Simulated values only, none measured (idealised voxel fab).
process module | voxel fin reveal
cross-section cut | 170 nm wide | cells 5 nm
A cross-section is a grid of square cells, given in bands from the top down. A band is one or more rows of cells.
Each band's line starts with the height of the band's top and of its bottom, in nm. Then come its materials from left to right, each with its width in nm. One material with "throughout" fills the band from edge to edge. "air" is empty space.
Height 0 is the level under which the wafer as received is all one material. The lowest band goes on downwards, as in "0 down".
A width such as "30 to 40" changes by the same amount from each row of cells to the next, from the band's top row to its bottom row.
"no change" after a step means that no cell of the cross-section changed.
closed voids: empty space of 8 cells or more with no open way to the top, each as width x height at its distance from the left edge, in nm
after a step's settings: what the simulator itself notes on the step
overlay nm, on a step with a mask: how far to the right of its planned place the mask lay; to the left if negative
plan
1 op RECEIVE | material Si
2 op CONFORMAL_DEP | material SiN | thk nm 5
3 op PATTERN | tone cover | mask id FINS | material resist | width nm 15 | pitch nm 35 | thk nm 15 | overlay nm 0
4 op DIRECTIONAL_ETCH | etch materials SiN | depth nm 5
5 op DIRECTIONAL_ETCH | etch materials Si | depth nm 40
6 op STRIP | etch materials resist
7 op OXIDIZE | depth nm 5
8 op FILL_DEP | material SiO2 | thk nm 5
9 op CMP | height nm 5
10 op SELECTIVE_ETCH | etch materials SiO2 | depth nm 30
11 op STRIP | etch materials SiN
12 op CONFORMAL_DEP | material HfO2 | thk nm 5
as received, after step 1
  0 down: Si throughout
  closed voids: none
first wafer at the end, as planned
  5 to 0: air 40 | HfO2 15 | air 20 | HfO2 15 | air 20 | HfO2 15 | air 45
  0 to -20: air 40 | HfO2 5 | Si 5 | HfO2 5 | air 20 | HfO2 5 | Si 5 | HfO2 5 | air 20 | HfO2 5 | Si 5 | HfO2 5 | air 45
  -20 to -25: HfO2 45 | Si 5 | HfO2 30 | Si 5 | HfO2 30 | Si 5 | HfO2 50
  -25 to -45: SiO2 45 | Si 5 | SiO2 30 | Si 5 | SiO2 30 | Si 5 | SiO2 50
  -45 down: Si throughout
  closed voids: none
second wafer at the end: like start, like plan, one mistake
  0 to -25: air 45 | Si 5 | air 30 | Si 5 | air 30 | Si 5 | air 50
  -25 to -45: SiO2 45 | Si 5 | SiO2 30 | Si 5 | SiO2 30 | Si 5 | SiO2 50
  -45 down: Si throughout
  closed voids: none
what went wrong: step 12 was left out
at the end the second wafer has, in cells: 64 fewer of HfO2
